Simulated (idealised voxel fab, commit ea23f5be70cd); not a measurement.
process module | voxel transistor to metal
cross-section cut | 175 nm wide | cells 5 nm
A cross-section is a grid of square cells, given in bands from the top down. A band is one or more rows of cells.
Each band's line starts with the height of the band's top and of its bottom, in nm. Then come its materials from left to right, each with its width in nm. One material with "throughout" fills the band from edge to edge. "air" is empty space.
Height 0 is the level under which the wafer as received is all one material. The lowest band goes on downwards, as in "0 down".
A width such as "30 to 40" changes by the same amount from each row of cells to the next, from the band's top row to its bottom row.
"no change" after a step means that no cell of the cross-section changed.
closed voids: empty space of 8 cells or more with no open way to the top, each as width x height at its distance from the left edge, in nm
after a step's settings: what the simulator itself notes on the step
overlay nm, on a step with a mask: how far to the right of its planned place the mask lay; to the left if negative
plan
1 op RECEIVE | material Si
2 op CONFORMAL_DEP | material SiO2 | thk nm 5
3 op CONFORMAL_DEP | material SiN | thk nm 10
4 op PATTERN | tone cover | mask id ACTIVE | material resist | width nm 115 | thk nm 15 | overlay nm 0
5 op DIRECTIONAL_ETCH | etch materials SiN | depth nm 10
6 op DIRECTIONAL_ETCH | etch materials SiO2 | depth nm 5
7 op DIRECTIONAL_ETCH | etch materials Si | depth nm 30
8 op STRIP | etch materials resist
9 op FILL_DEP | material SiO2 | thk nm 10
10 op CMP | height nm 15
11 op SELECTIVE_ETCH | etch materials SiO2 | depth nm 5
12 op STRIP | etch materials SiN
13 op SELECTIVE_ETCH | etch materials SiO2 | depth nm 5
14 op OXIDIZE | depth nm 5
15 op DIRECTIONAL_DEP | material polySi | thk nm 25
16 op DIRECTIONAL_DEP | material SiCN | thk nm 10
17 op DIRECTIONAL_DEP | material aC | thk nm 15
18 op PATTERN | tone cover | mask id GATE | material resist | width nm 25 | thk nm 30 | overlay nm 0
19 op DIRECTIONAL_ETCH | etch materials aC | depth nm 15
20 op STRIP | etch materials resist
21 op DIRECTIONAL_ETCH | etch materials SiCN | depth nm 20
22 op DIRECTIONAL_ETCH | etch materials polySi | depth nm 35
23 op STRIP | etch materials aC
24 op CONFORMAL_DEP | material SiO2 | thk nm 5
25 op DIRECTIONAL_ETCH | etch materials SiO2 | depth nm 5
26 op CONFORMAL_DEP | material SiN | thk nm 10
27 op DIRECTIONAL_ETCH | etch materials SiN | depth nm 10
28 op DIRECTIONAL_ETCH | etch materials SiO2 | depth nm 5
29 op EPI | material SiGe | thk nm 5
30 op FILL_DEP | material SiO2 | thk nm 5
31 op CMP | height nm 25
32 op STRIP | etch materials polySi
33 op SELECTIVE_ETCH | etch materials SiO2 | depth nm 5
34 op CONFORMAL_DEP | material HfO2 | thk nm 5
35 op CONFORMAL_DEP | material TiN | thk nm 5
36 op FILL_DEP | material W | thk nm 5
37 op CMP | height nm 20
38 op DIRECTIONAL_DEP | material SiO2 | thk nm 15
39 op DIRECTIONAL_DEP | material aC | thk nm 10
40 op PATTERN | tone open | mask id CONTACT | material resist | width nm 15 | pitch nm 80 | thk nm 25 | overlay nm 0
41 op DIRECTIONAL_ETCH | etch materials aC | depth nm 10
42 op STRIP | etch materials resist
43 op DIRECTIONAL_ETCH | etch materials SiO2 | depth nm 35
44 op STRIP | etch materials aC
45 op CONFORMAL_DEP | material TiN | thk nm 5
46 op FILL_DEP | material Ru | thk nm 5
47 op CMP | height nm 35
48 op CONFORMAL_DEP | material SiN | thk nm 5
49 op DIRECTIONAL_DEP | material SiO2 | thk nm 15
50 op MASKED_ETCH | tone open | mask id METAL_1 | width nm 15 | pitch nm 80 | etch materials SiO2 | depth nm 15 | overlay nm 0
51 op MASKED_ETCH | tone open | mask id METAL_1 | width nm 15 | pitch nm 80 | etch materials SiN | depth nm 5 | overlay nm 0
52 op CONFORMAL_DEP | material TiN | thk nm 5
53 op FILL_DEP | material Cu | thk nm 10
54 op CMP | height nm 55
55 op EPI | material Ru | thk nm 5
56 op FILL_DEP | material SiCN | thk nm 5
57 op DIRECTIONAL_DEP | material SiO2 | thk nm 30
58 op MASKED_ETCH | tone open | mask id METAL_2 | width nm 15 | pitch nm 80 | etch materials SiO2 | depth nm 20 | overlay nm 0
59 op PATTERN | tone open | mask id METAL_2_HOLES | material resist | width nm 15 | pitch nm 80 | thk nm 20 | overlay nm 0
60 op DIRECTIONAL_ETCH | etch materials SiO2 | depth nm 10
61 op DIRECTIONAL_ETCH | etch materials SiCN | depth nm 5
62 op STRIP | etch materials resist
63 op CONFORMAL_DEP | material TiN | thk nm 5
64 op FILL_DEP | material Cu | thk nm 10
65 op CMP | height nm 95
66 op CONFORMAL_DEP | material SiCN | thk nm 5
first wafer, as planned
as received, after step 1
  0 down: Si throughout
  closed voids: none
after step 2
  5 to 0: SiO2 throughout
  below 0: unchanged
after step 3
  15 to 5: SiN throughout
  below 5: unchanged
after step 4
  30 to 15: air 30 | resist 115 | air 30
  below 15: unchanged
after step 5
  30 to 15: air 30 | resist 115 | air 30
  15 to 5: air 30 | SiN 115 | air 30
  below 5: unchanged
after step 6
  30 to 15: air 30 | resist 115 | air 30
  15 to 5: air 30 | SiN 115 | air 30
  5 to 0: air 30 | SiO2 115 | air 30
  below 0: unchanged
after step 7
  30 to 15: air 30 | resist 115 | air 30
  15 to 5: air 30 | SiN 115 | air 30
  5 to 0: air 30 | SiO2 115 | air 30
  0 to -30: air 30 | Si 115 | air 30
  below -30: unchanged
after step 8
  15 to 5: air 30 | SiN 115 | air 30
  below 5: unchanged
after step 9
  25 to 15: SiO2 throughout
  15 to 5: SiO2 30 | SiN 115 | SiO2 30
  5 to 0: SiO2 throughout
  0 to -30: SiO2 30 | Si 115 | SiO2 30
  below -30: unchanged
after step 10
  15 to 5: SiO2 30 | SiN 115 | SiO2 30
  below 5: unchanged
after step 11
  15 to 10: air 30 | SiN 115 | air 30
  below 10: unchanged
after step 12
  10 to 5: SiO2 30 | air 115 | SiO2 30
  below 5: unchanged
after step 13
  5 to 0: SiO2 25 | air 125 | SiO2 25
  below 0: unchanged
after step 14
  5 to 0: SiO2 25 | air 125 | SiO2 25
  0 to -5: SiO2 throughout
  below -5: unchanged
after step 15
  30 to 25: polySi 25 | air 125 | polySi 25
  25 to 5: polySi throughout
  5 to 0: SiO2 25 | polySi 125 | SiO2 25
  below 0: unchanged
after step 16
  40 to 35: SiCN 25 | air 125 | SiCN 25
  35 to 30: SiCN throughout
  30 to 25: polySi 25 | SiCN 125 | polySi 25
  below 25: unchanged
after step 17
  55 to 50: aC 25 | air 125 | aC 25
  50 to 40: aC throughout
  40 to 35: SiCN 25 | aC 125 | SiCN 25
  below 35: unchanged
after step 18
  85 to 55: air 75 | resist 25 | air 75
  55 to 50: aC 25 | air 50 | resist 25 | air 50 | aC 25
  below 50: unchanged
after step 19
  70 to 50: air 75 | resist 25 | air 75
  50 to 40: air 75 | aC 25 | air 75
  40 to 35: SiCN 25 | air 50 | aC 25 | air 50 | SiCN 25
  below 35: unchanged
after step 20
  50 to 40: air 75 | aC 25 | air 75
  below 40: unchanged
after step 21
  50 to 35: air 75 | aC 25 | air 75
  35 to 30: air 75 | SiCN 25 | air 75
  30 to 25: polySi 25 | air 50 | SiCN 25 | air 50 | polySi 25
  below 25: unchanged
after step 22
  50 to 35: air 75 | aC 25 | air 75
  35 to 25: air 75 | SiCN 25 | air 75
  25 to 5: air 75 | polySi 25 | air 75
  5 to 0: SiO2 25 | air 50 | polySi 25 | air 50 | SiO2 25
  below 0: unchanged
after step 23
  35 to 25: air 75 | SiCN 25 | air 75
  below 25: unchanged
after step 24
  40 to 35: air 70 | SiO2 35 | air 70
  35 to 25: air 70 | SiO2 5 | SiCN 25 | SiO2 5 | air 70
  25 to 10: air 70 | SiO2 5 | polySi 25 | SiO2 5 | air 70
  10 to 5: SiO2 30 | air 40 | SiO2 5 | polySi 25 | SiO2 5 | air 40 | SiO2 30
  5 to 0: SiO2 75 | polySi 25 | SiO2 75
  below 0: unchanged
after step 25
  35 to 25: air 70 | SiO2 5 | SiCN 25 | SiO2 5 | air 70
  25 to 5: air 70 | SiO2 5 | polySi 25 | SiO2 5 | air 70
  5 to 0: SiO2 30 | air 40 | SiO2 5 | polySi 25 | SiO2 5 | air 40 | SiO2 30
  below 0: unchanged
after step 26
  45 to 35: air 60 | SiN 55 | air 60
  35 to 25: air 60 | SiN 10 | SiO2 5 | SiCN 25 | SiO2 5 | SiN 10 | air 60
  25 to 15: air 60 | SiN 10 | SiO2 5 | polySi 25 | SiO2 5 | SiN 10 | air 60
  15 to 10: SiN 40 | air 20 | SiN 10 | SiO2 5 | polySi 25 | SiO2 5 | SiN 10 | air 20 | SiN 40
  10 to 5: SiN 70 | SiO2 5 | polySi 25 | SiO2 5 | SiN 70
  5 to 0: SiO2 30 | SiN 40 | SiO2 5 | polySi 25 | SiO2 5 | SiN 40 | SiO2 30
  below 0: unchanged
after step 27
  35 to 25: air 60 | SiN 10 | SiO2 5 | SiCN 25 | SiO2 5 | SiN 10 | air 60
  25 to 5: air 60 | SiN 10 | SiO2 5 | polySi 25 | SiO2 5 | SiN 10 | air 60
  5 to 0: SiO2 30 | SiN 10 | air 20 | SiN 10 | SiO2 5 | polySi 25 | SiO2 5 | SiN 10 | air 20 | SiN 10 | SiO2 30
  below 0: unchanged
after step 28
  35 to 30: air 60 | SiN 10 | air 5 | SiCN 25 | air 5 | SiN 10 | air 60
  30 to 25: air 60 | SiN 10 | SiO2 5 | SiCN 25 | SiO2 5 | SiN 10 | air 60
  25 to 5: air 60 | SiN 10 | SiO2 5 | polySi 25 | SiO2 5 | SiN 10 | air 60
  5 to 0: air 30 | SiN 10 | air 20 | SiN 10 | SiO2 5 | polySi 25 | SiO2 5 | SiN 10 | air 20 | SiN 10 | air 30
  0 to -5: SiO2 40 | air 20 | SiO2 55 | air 20 | SiO2 40
  below -5: unchanged
after step 29
  35 to 30: air 60 | SiN 10 | air 5 | SiCN 25 | air 5 | SiN 10 | air 60
  30 to 25: air 60 | SiN 10 | SiO2 5 | SiCN 25 | SiO2 5 | SiN 10 | air 60
  25 to 5: air 60 | SiN 10 | SiO2 5 | polySi 25 | SiO2 5 | SiN 10 | air 60
  5 to 0: air 30 | SiN 10 | air 20 | SiN 10 | SiO2 5 | polySi 25 | SiO2 5 | SiN 10 | air 20 | SiN 10 | air 30
  0 to -5: SiO2 40 | SiGe 20 | SiO2 55 | SiGe 20 | SiO2 40
  below -5: unchanged
after step 30
  40 to 35: SiO2 throughout
  35 to 25: SiO2 60 | SiN 10 | SiO2 5 | SiCN 25 | SiO2 5 | SiN 10 | SiO2 60
  25 to 5: SiO2 60 | SiN 10 | SiO2 5 | polySi 25 | SiO2 5 | SiN 10 | SiO2 60
  5 to 0: SiO2 30 | SiN 10 | SiO2 20 | SiN 10 | SiO2 5 | polySi 25 | SiO2 5 | SiN 10 | SiO2 20 | SiN 10 | SiO2 30
  below 0: unchanged
after step 31
  25 to 5: SiO2 60 | SiN 10 | SiO2 5 | polySi 25 | SiO2 5 | SiN 10 | SiO2 60
  below 5: unchanged
after step 32
  25 to 5: SiO2 60 | SiN 10 | SiO2 5 | air 25 | SiO2 5 | SiN 10 | SiO2 60
  5 to 0: SiO2 30 | SiN 10 | SiO2 20 | SiN 10 | SiO2 5 | air 25 | SiO2 5 | SiN 10 | SiO2 20 | SiN 10 | SiO2 30
  below 0: unchanged
after step 33
  25 to 20: air 60 | SiN 10 | air 35 | SiN 10 | air 60
  20 to 5: SiO2 60 | SiN 10 | air 35 | SiN 10 | SiO2 60
  5 to 0: SiO2 30 | SiN 10 | SiO2 20 | SiN 10 | air 35 | SiN 10 | SiO2 20 | SiN 10 | SiO2 30
  0 to -5: SiO2 40 | SiGe 20 | SiO2 10 | air 35 | SiO2 10 | SiGe 20 | SiO2 40
  below -5: unchanged
after step 34
  30 to 25: air 55 | HfO2 20 | air 25 | HfO2 20 | air 55
  25 to 20: HfO2 60 | SiN 10 | HfO2 5 | air 25 | HfO2 5 | SiN 10 | HfO2 60
  20 to 5: SiO2 60 | SiN 10 | HfO2 5 | air 25 | HfO2 5 | SiN 10 | SiO2 60
  5 to 0: SiO2 30 | SiN 10 | SiO2 20 | SiN 10 | HfO2 5 | air 25 | HfO2 5 | SiN 10 | SiO2 20 | SiN 10 | SiO2 30
  0 to -5: SiO2 40 | SiGe 20 | SiO2 10 | HfO2 35 | SiO2 10 | SiGe 20 | SiO2 40
  below -5: unchanged
after step 35
  35 to 30: air 50 | TiN 30 | air 15 | TiN 30 | air 50
  30 to 25: TiN 55 | HfO2 20 | TiN 5 | air 15 | TiN 5 | HfO2 20 | TiN 55
  25 to 20: HfO2 60 | SiN 10 | HfO2 5 | TiN 5 | air 15 | TiN 5 | HfO2 5 | SiN 10 | HfO2 60
  20 to 5: SiO2 60 | SiN 10 | HfO2 5 | TiN 5 | air 15 | TiN 5 | HfO2 5 | SiN 10 | SiO2 60
  5 to 0: SiO2 30 | SiN 10 | SiO2 20 | SiN 10 | HfO2 5 | TiN 25 | HfO2 5 | SiN 10 | SiO2 20 | SiN 10 | SiO2 30
  below 0: unchanged
after step 36
  40 to 35: W throughout
  35 to 30: W 50 | TiN 30 | W 15 | TiN 30 | W 50
  30 to 25: TiN 55 | HfO2 20 | TiN 5 | W 15 | TiN 5 | HfO2 20 | TiN 55
  25 to 20: HfO2 60 | SiN 10 | HfO2 5 | TiN 5 | W 15 | TiN 5 | HfO2 5 | SiN 10 | HfO2 60
  20 to 5: SiO2 60 | SiN 10 | HfO2 5 | TiN 5 | W 15 | TiN 5 | HfO2 5 | SiN 10 | SiO2 60
  below 5: unchanged
after step 37
  20 to 5: SiO2 60 | SiN 10 | HfO2 5 | TiN 5 | W 15 | TiN 5 | HfO2 5 | SiN 10 | SiO2 60
  below 5: unchanged
after step 38
  35 to 20: SiO2 throughout
  below 20: unchanged
after step 39
  45 to 35: aC throughout
  below 35: unchanged
after step 40
  70 to 45: resist 40 | air 15 | resist 65 | air 15 | resist 40
  below 45: unchanged
after step 41
  60 to 45: resist 40 | air 15 | resist 65 | air 15 | resist 40
  45 to 35: aC 40 | air 15 | aC 65 | air 15 | aC 40
  below 35: unchanged
after step 42
  45 to 35: aC 40 | air 15 | aC 65 | air 15 | aC 40
  below 35: unchanged
after step 43
  45 to 35: aC 40 | air 15 | aC 65 | air 15 | aC 40
  35 to 20: SiO2 40 | air 15 | SiO2 65 | air 15 | SiO2 40
  20 to 5: SiO2 40 | air 15 | SiO2 5 | SiN 10 | HfO2 5 | TiN 5 | W 15 | TiN 5 | HfO2 5 | SiN 10 | SiO2 5 | air 15 | SiO2 40
  5 to 0: SiO2 30 | SiN 10 | air 15 | SiO2 5 | SiN 10 | HfO2 5 | TiN 25 | HfO2 5 | SiN 10 | SiO2 5 | air 15 | SiN 10 | SiO2 30
  below 0: unchanged
after step 44
  35 to 20: SiO2 40 | air 15 | SiO2 65 | air 15 | SiO2 40
  below 20: unchanged
after step 45
  40 to 35: TiN 45 | air 5 | TiN 75 | air 5 | TiN 45
  35 to 20: SiO2 40 | TiN 5 | air 5 | TiN 5 | SiO2 65 | TiN 5 | air 5 | TiN 5 | SiO2 40
  20 to 5: SiO2 40 | TiN 5 | air 5 | TiN 5 | SiO2 5 | SiN 10 | HfO2 5 | TiN 5 | W 15 | TiN 5 | HfO2 5 | SiN 10 | SiO2 5 | TiN 5 | air 5 | TiN 5 | SiO2 40
  5 to 0: SiO2 30 | SiN 10 | TiN 15 | SiO2 5 | SiN 10 | HfO2 5 | TiN 25 | HfO2 5 | SiN 10 | SiO2 5 | TiN 15 | SiN 10 | SiO2 30
  below 0: unchanged
after step 46
  45 to 40: Ru throughout
  40 to 35: TiN 45 | Ru 5 | TiN 75 | Ru 5 | TiN 45
  35 to 20: SiO2 40 | TiN 5 | Ru 5 | TiN 5 | SiO2 65 | TiN 5 | Ru 5 | TiN 5 | SiO2 40
  20 to 5: SiO2 40 | TiN 5 | Ru 5 | TiN 5 | SiO2 5 | SiN 10 | HfO2 5 | TiN 5 | W 15 | TiN 5 | HfO2 5 | SiN 10 | SiO2 5 | TiN 5 | Ru 5 | TiN 5 | SiO2 40
  below 5: unchanged
after step 47
  35 to 20: SiO2 40 | TiN 5 | Ru 5 | TiN 5 | SiO2 65 | TiN 5 | Ru 5 | TiN 5 | SiO2 40
  below 20: unchanged
after step 48
  40 to 35: SiN throughout
  below 35: unchanged
after step 49
  55 to 40: SiO2 throughout
  below 40: unchanged
after step 50
  55 to 40: SiO2 40 | air 15 | SiO2 65 | air 15 | SiO2 40
  below 40: unchanged
after step 51
  55 to 40: SiO2 40 | air 15 | SiO2 65 | air 15 | SiO2 40
  40 to 35: SiN 40 | air 15 | SiN 65 | air 15 | SiN 40
  below 35: unchanged
after step 52
  60 to 55: TiN 45 | air 5 | TiN 75 | air 5 | TiN 45
  55 to 40: SiO2 40 | TiN 5 | air 5 | TiN 5 | SiO2 65 | TiN 5 | air 5 | TiN 5 | SiO2 40
  40 to 35: SiN 40 | TiN 15 | SiN 65 | TiN 15 | SiN 40
  below 35: unchanged
after step 53
  70 to 60: Cu throughout
  60 to 55: TiN 45 | Cu 5 | TiN 75 | Cu 5 | TiN 45
  55 to 40: SiO2 40 | TiN 5 | Cu 5 | TiN 5 | SiO2 65 | TiN 5 | Cu 5 | TiN 5 | SiO2 40
  below 40: unchanged
after step 54
  55 to 40: SiO2 40 | TiN 5 | Cu 5 | TiN 5 | SiO2 65 | TiN 5 | Cu 5 | TiN 5 | SiO2 40
  below 40: unchanged
after step 55
  60 to 55: air 35 | Ru 25 | air 55 | Ru 25 | air 35
  below 55: unchanged
after step 56
  65 to 60: SiCN throughout
  60 to 55: SiCN 35 | Ru 25 | SiCN 55 | Ru 25 | SiCN 35
  below 55: unchanged
after step 57
  95 to 65: SiO2 throughout
  below 65: unchanged
after step 58
  95 to 75: SiO2 40 | air 15 | SiO2 65 | air 15 | SiO2 40
  below 75: unchanged
after step 59
  115 to 95: resist 40 | air 15 | resist 65 | air 15 | resist 40
  below 95: unchanged
after step 60
  115 to 95: resist 40 | air 15 | resist 65 | air 15 | resist 40
  95 to 65: SiO2 40 | air 15 | SiO2 65 | air 15 | SiO2 40
  below 65: unchanged
after step 61
  115 to 95: resist 40 | air 15 | resist 65 | air 15 | resist 40
  95 to 65: SiO2 40 | air 15 | SiO2 65 | air 15 | SiO2 40
  65 to 60: SiCN 40 | air 15 | SiCN 65 | air 15 | SiCN 40
  below 60: unchanged
after step 62
  95 to 65: SiO2 40 | air 15 | SiO2 65 | air 15 | SiO2 40
  below 65: unchanged
after step 63
  100 to 95: TiN 45 | air 5 | TiN 75 | air 5 | TiN 45
  95 to 65: SiO2 40 | TiN 5 | air 5 | TiN 5 | SiO2 65 | TiN 5 | air 5 | TiN 5 | SiO2 40
  65 to 60: SiCN 40 | TiN 15 | SiCN 65 | TiN 15 | SiCN 40
  below 60: unchanged
after step 64
  110 to 100: Cu throughout
  100 to 95: TiN 45 | Cu 5 | TiN 75 | Cu 5 | TiN 45
  95 to 65: SiO2 40 | TiN 5 | Cu 5 | TiN 5 | SiO2 65 | TiN 5 | Cu 5 | TiN 5 | SiO2 40
  below 65: unchanged
after step 65
  95 to 65: SiO2 40 | TiN 5 | Cu 5 | TiN 5 | SiO2 65 | TiN 5 | Cu 5 | TiN 5 | SiO2 40
  below 65: unchanged
after step 66
  100 to 95: SiCN throughout
  below 95: unchanged
second wafer: like start, like plan, one mistake. Through step 14 it matches the first wafer
when step 15 should have ended
  30 to 25: HfO2 25 | air 125 | HfO2 25
  25 to 5: HfO2 throughout
  5 to 0: SiO2 25 | HfO2 125 | SiO2 25
  below 0: unchanged
when step 16 should have ended
  40 to 35: SiCN 25 | air 125 | SiCN 25
  35 to 30: SiCN throughout
  30 to 25: HfO2 25 | SiCN 125 | HfO2 25
  below 25: unchanged
when step 17 should have ended
  55 to 50: aC 25 | air 125 | aC 25
  50 to 40: aC throughout
  40 to 35: SiCN 25 | aC 125 | SiCN 25
  below 35: unchanged
when step 18 should have ended
  85 to 55: air 75 | resist 25 | air 75
  55 to 50: aC 25 | air 50 | resist 25 | air 50 | aC 25
  below 50: unchanged
when step 19 should have ended
  70 to 50: air 75 | resist 25 | air 75
  50 to 40: air 75 | aC 25 | air 75
  40 to 35: SiCN 25 | air 50 | aC 25 | air 50 | SiCN 25
  below 35: unchanged
when step 20 should have ended
  50 to 40: air 75 | aC 25 | air 75
  below 40: unchanged
when step 21 should have ended
  50 to 35: air 75 | aC 25 | air 75
  35 to 30: air 75 | SiCN 25 | air 75
  30 to 25: HfO2 25 | air 50 | SiCN 25 | air 50 | HfO2 25
  below 25: unchanged
when step 22 should have ended: no change
when step 23 should have ended
  35 to 30: air 75 | SiCN 25 | air 75
  below 30: unchanged
when step 24 should have ended
  40 to 35: air 70 | SiO2 35 | air 70
  35 to 30: SiO2 30 | air 40 | SiO2 5 | SiCN 25 | SiO2 5 | air 40 | SiO2 30
  30 to 25: HfO2 25 | SiO2 50 | SiCN 25 | SiO2 50 | HfO2 25
  below 25: unchanged
when step 25 should have ended
  35 to 30: air 70 | SiO2 5 | SiCN 25 | SiO2 5 | air 70
  30 to 25: HfO2 25 | SiO2 5 | air 40 | SiO2 5 | SiCN 25 | SiO2 5 | air 40 | SiO2 5 | HfO2 25
  below 25: unchanged
when step 26 should have ended
  45 to 40: air 60 | SiN 55 | air 60
  40 to 35: SiN 40 | air 20 | SiN 55 | air 20 | SiN 40
  35 to 30: SiN 70 | SiO2 5 | SiCN 25 | SiO2 5 | SiN 70
  30 to 25: HfO2 25 | SiO2 5 | SiN 40 | SiO2 5 | SiCN 25 | SiO2 5 | SiN 40 | SiO2 5 | HfO2 25
  below 25: unchanged
when step 27 should have ended
  35 to 30: air 60 | SiN 10 | SiO2 5 | SiCN 25 | SiO2 5 | SiN 10 | air 60
  30 to 25: HfO2 25 | SiO2 5 | SiN 10 | air 20 | SiN 10 | SiO2 5 | SiCN 25 | SiO2 5 | SiN 10 | air 20 | SiN 10 | SiO2 5 | HfO2 25
  below 25: unchanged
when step 28 should have ended
  35 to 30: air 60 | SiN 10 | air 5 | SiCN 25 | air 5 | SiN 10 | air 60
  30 to 25: HfO2 25 | air 5 | SiN 10 | air 20 | SiN 10 | SiO2 5 | SiCN 25 | SiO2 5 | SiN 10 | air 20 | SiN 10 | air 5 | HfO2 25
  below 25: unchanged
when step 29 should have ended: no change
when step 30 should have ended
  40 to 35: SiO2 throughout
  35 to 30: SiO2 60 | SiN 10 | SiO2 5 | SiCN 25 | SiO2 5 | SiN 10 | SiO2 60
  30 to 25: HfO2 25 | SiO2 5 | SiN 10 | SiO2 20 | SiN 10 | SiO2 5 | SiCN 25 | SiO2 5 | SiN 10 | SiO2 20 | SiN 10 | SiO2 5 | HfO2 25
  below 25: unchanged
when step 31 should have ended
  25 to 5: HfO2 throughout
  below 5: unchanged
when step 32 should have ended: no change
when step 33 should have ended: no change
when step 34 should have ended
  30 to 5: HfO2 throughout
  below 5: unchanged
when step 35 should have ended
  35 to 30: TiN throughout
  below 30: unchanged
when step 36 should have ended
  40 to 35: W throughout
  below 35: unchanged
when step 37 should have ended
  20 to 5: HfO2 throughout
  below 5: unchanged
when step 38 should have ended
  35 to 20: SiO2 throughout
  below 20: unchanged
when step 39 should have ended
  45 to 35: aC throughout
  below 35: unchanged
when step 40 should have ended
  70 to 45: resist 40 | air 15 | resist 65 | air 15 | resist 40
  below 45: unchanged
when step 41 should have ended
  60 to 45: resist 40 | air 15 | resist 65 | air 15 | resist 40
  45 to 35: aC 40 | air 15 | aC 65 | air 15 | aC 40
  below 35: unchanged
when step 42 should have ended
  45 to 35: aC 40 | air 15 | aC 65 | air 15 | aC 40
  below 35: unchanged
when step 43 should have ended
  45 to 35: aC 40 | air 15 | aC 65 | air 15 | aC 40
  35 to 20: SiO2 40 | air 15 | SiO2 65 | air 15 | SiO2 40
  below 20: unchanged
when step 44 should have ended
  35 to 20: SiO2 40 | air 15 | SiO2 65 | air 15 | SiO2 40
  below 20: unchanged
when step 45 should have ended
  40 to 35: TiN 45 | air 5 | TiN 75 | air 5 | TiN 45
  35 to 25: SiO2 40 | TiN 5 | air 5 | TiN 5 | SiO2 65 | TiN 5 | air 5 | TiN 5 | SiO2 40
  25 to 20: SiO2 40 | TiN 15 | SiO2 65 | TiN 15 | SiO2 40
  below 20: unchanged
when step 46 should have ended
  45 to 40: Ru throughout
  40 to 35: TiN 45 | Ru 5 | TiN 75 | Ru 5 | TiN 45
  35 to 25: SiO2 40 | TiN 5 | Ru 5 | TiN 5 | SiO2 65 | TiN 5 | Ru 5 | TiN 5 | SiO2 40
  below 25: unchanged
when step 47 should have ended
  35 to 25: SiO2 40 | TiN 5 | Ru 5 | TiN 5 | SiO2 65 | TiN 5 | Ru 5 | TiN 5 | SiO2 40
  below 25: unchanged
when step 48 should have ended
  40 to 35: SiN throughout
  below 35: unchanged
when step 49 should have ended
  55 to 40: SiO2 throughout
  below 40: unchanged
when step 50 should have ended
  55 to 40: SiO2 40 | air 15 | SiO2 65 | air 15 | SiO2 40
  below 40: unchanged
when step 51 should have ended
  55 to 40: SiO2 40 | air 15 | SiO2 65 | air 15 | SiO2 40
  40 to 35: SiN 40 | air 15 | SiN 65 | air 15 | SiN 40
  below 35: unchanged
when step 52 should have ended
  60 to 55: TiN 45 | air 5 | TiN 75 | air 5 | TiN 45
  55 to 40: SiO2 40 | TiN 5 | air 5 | TiN 5 | SiO2 65 | TiN 5 | air 5 | TiN 5 | SiO2 40
  40 to 35: SiN 40 | TiN 15 | SiN 65 | TiN 15 | SiN 40
  below 35: unchanged
when step 53 should have ended
  70 to 60: Cu throughout
  60 to 55: TiN 45 | Cu 5 | TiN 75 | Cu 5 | TiN 45
  55 to 40: SiO2 40 | TiN 5 | Cu 5 | TiN 5 | SiO2 65 | TiN 5 | Cu 5 | TiN 5 | SiO2 40
  below 40: unchanged
when step 54 should have ended
  55 to 40: SiO2 40 | TiN 5 | Cu 5 | TiN 5 | SiO2 65 | TiN 5 | Cu 5 | TiN 5 | SiO2 40
  below 40: unchanged
when step 55 should have ended
  60 to 55: air 35 | Ru 25 | air 55 | Ru 25 | air 35
  below 55: unchanged
when step 56 should have ended
  65 to 60: SiCN throughout
  60 to 55: SiCN 35 | Ru 25 | SiCN 55 | Ru 25 | SiCN 35
  below 55: unchanged
when step 57 should have ended
  95 to 65: SiO2 throughout
  below 65: unchanged
when step 58 should have ended
  95 to 75: SiO2 40 | air 15 | SiO2 65 | air 15 | SiO2 40
  below 75: unchanged
when step 59 should have ended
  115 to 95: resist 40 | air 15 | resist 65 | air 15 | resist 40
  below 95: unchanged
when step 60 should have ended
  115 to 95: resist 40 | air 15 | resist 65 | air 15 | resist 40
  95 to 65: SiO2 40 | air 15 | SiO2 65 | air 15 | SiO2 40
  below 65: unchanged
when step 61 should have ended
  115 to 95: resist 40 | air 15 | resist 65 | air 15 | resist 40
  95 to 65: SiO2 40 | air 15 | SiO2 65 | air 15 | SiO2 40
  65 to 60: SiCN 40 | air 15 | SiCN 65 | air 15 | SiCN 40
  below 60: unchanged
when step 62 should have ended
  95 to 65: SiO2 40 | air 15 | SiO2 65 | air 15 | SiO2 40
  below 65: unchanged
when step 63 should have ended
  100 to 95: TiN 45 | air 5 | TiN 75 | air 5 | TiN 45
  95 to 65: SiO2 40 | TiN 5 | air 5 | TiN 5 | SiO2 65 | TiN 5 | air 5 | TiN 5 | SiO2 40
  65 to 60: SiCN 40 | TiN 15 | SiCN 65 | TiN 15 | SiCN 40
  below 60: unchanged
when step 64 should have ended
  110 to 100: Cu throughout
  100 to 95: TiN 45 | Cu 5 | TiN 75 | Cu 5 | TiN 45
  95 to 65: SiO2 40 | TiN 5 | Cu 5 | TiN 5 | SiO2 65 | TiN 5 | Cu 5 | TiN 5 | SiO2 40
  below 65: unchanged
when step 65 should have ended
  95 to 65: SiO2 40 | TiN 5 | Cu 5 | TiN 5 | SiO2 65 | TiN 5 | Cu 5 | TiN 5 | SiO2 40
  below 65: unchanged
when step 66 should have ended
  100 to 95: SiCN throughout
  below 95: unchanged
what went wrong: step 15 ran as: op DIRECTIONAL_DEP | material HfO2 | thk nm 25
at the end the second wafer has, in cells: 115 more of HfO2 | 8 fewer of Ru | 8 fewer of SiGe | 20 fewer of SiN | 43 fewer of SiO2 | 27 fewer of TiN | 9 fewer of W
